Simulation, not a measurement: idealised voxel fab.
process module | voxel self aligned contacts
cross-section cut | 235 nm wide | cells 5 nm
A cross-section is a grid of square cells, given in bands from the top down. A band is one or more rows of cells.
Each band's line starts with the height of the band's top and of its bottom, in nm. Then come its materials from left to right, each with its width in nm. One material with "throughout" fills the band from edge to edge. "air" is empty space.
Height 0 is the level under which the wafer as received is all one material. The lowest band goes on downwards, as in "0 down".
A width such as "30 to 40" changes by the same amount from each row of cells to the next, from the band's top row to its bottom row.
"no change" after a step means that no cell of the cross-section changed.
closed voids: empty space of 8 cells or more with no open way to the top, each as width x height at its distance from the left edge, in nm
after a step's settings: what the simulator itself notes on the step
overlay nm, on a step with a mask: how far to the right of its planned place the mask lay; to the left if negative
plan
1 op RECEIVE | material Si
2 op OXIDIZE | depth nm 5
3 op DIRECTIONAL_DEP | material polySi | thk nm 25
4 op DIRECTIONAL_DEP | material SiN | thk nm 15
5 op PATTERN | tone cover | mask id GATE | material resist | width nm 25 | pitch nm 60 | thk nm 15 | overlay nm 0
6 op DIRECTIONAL_ETCH | etch materials SiN | depth nm 15
7 op DIRECTIONAL_ETCH | etch materials polySi | depth nm 25
8 op STRIP | etch materials resist
9 op CONFORMAL_DEP | material SiN | thk nm 5
10 op DIRECTIONAL_ETCH | etch materials SiN | depth nm 5
11 op FILL_DEP | material SiO2 | thk nm 15
12 op CMP | height nm 45
13 op PATTERN | tone open | mask id CONTACT | material resist | width nm 45 | pitch nm 60 | thk nm 15 | overlay nm 0
14 op DIRECTIONAL_ETCH | etch materials SiO2 | depth nm 50
15 op STRIP | etch materials resist
16 op CONFORMAL_DEP | material TiN | thk nm 5
17 op FILL_DEP | material W | thk nm 5
18 op CMP | height nm 45
19 op CONFORMAL_DEP | material SiN | thk nm 5
as received, after step 1
  0 down: Si throughout
  closed voids: none
first wafer at the end, as planned
  50 to 45: SiN throughout
  45 to 40: SiO2 65 | TiN 15 | W 15 | TiN 15 | SiO2 15 | TiN 15 | W 15 | TiN 15 | SiO2 65
  40 to 25: SiO2 40 | SiN 35 | TiN 5 | W 15 | TiN 5 | SiN 35 | TiN 5 | W 15 | TiN 5 | SiN 35 | SiO2 40
  25 to 0: SiO2 40 | SiN 5 | polySi 25 | SiN 5 | TiN 5 | W 15 | TiN 5 | SiN 5 | polySi 25 | SiN 5 | TiN 5 | W 15 | TiN 5 | SiN 5 | polySi 25 | SiN 5 | SiO2 40
  0 to -5: SiO2 75 | TiN 25 | SiO2 35 | TiN 25 | SiO2 75
  -5 down: Si throughout
  closed voids: none
second wafer at the end: like start, like plan, one mistake
  50 to 45: SiN throughout
  45 to 40: SiO2 65 | TiN 15 | W 15 | TiN 15 | SiO2 15 | TiN 15 | W 15 | TiN 15 | SiO2 65
  40 to 20: SiO2 40 | SiN 5 | polySi 25 | SiN 5 | TiN 5 | W 15 | TiN 5 | SiN 5 | polySi 25 | SiN 5 | TiN 5 | W 15 | TiN 5 | SiN 5 | polySi 25 | SiN 5 | SiO2 40
  20 to 15: SiO2 40 | SiN 5 | polySi 25 | SiN 5 | TiN 25 | SiN 5 | polySi 25 | SiN 5 | TiN 25 | SiN 5 | polySi 25 | SiN 5 | SiO2 40
  15 to 0: SiN throughout
  0 to -5: SiO2 throughout
  -5 down: Si throughout
  closed voids: none
what went wrong: steps 3 and 4 were swapped
at the end the second wafer has, in cells: 78 more of SiN | 38 fewer of SiO2 | 16 fewer of TiN | 24 fewer of W
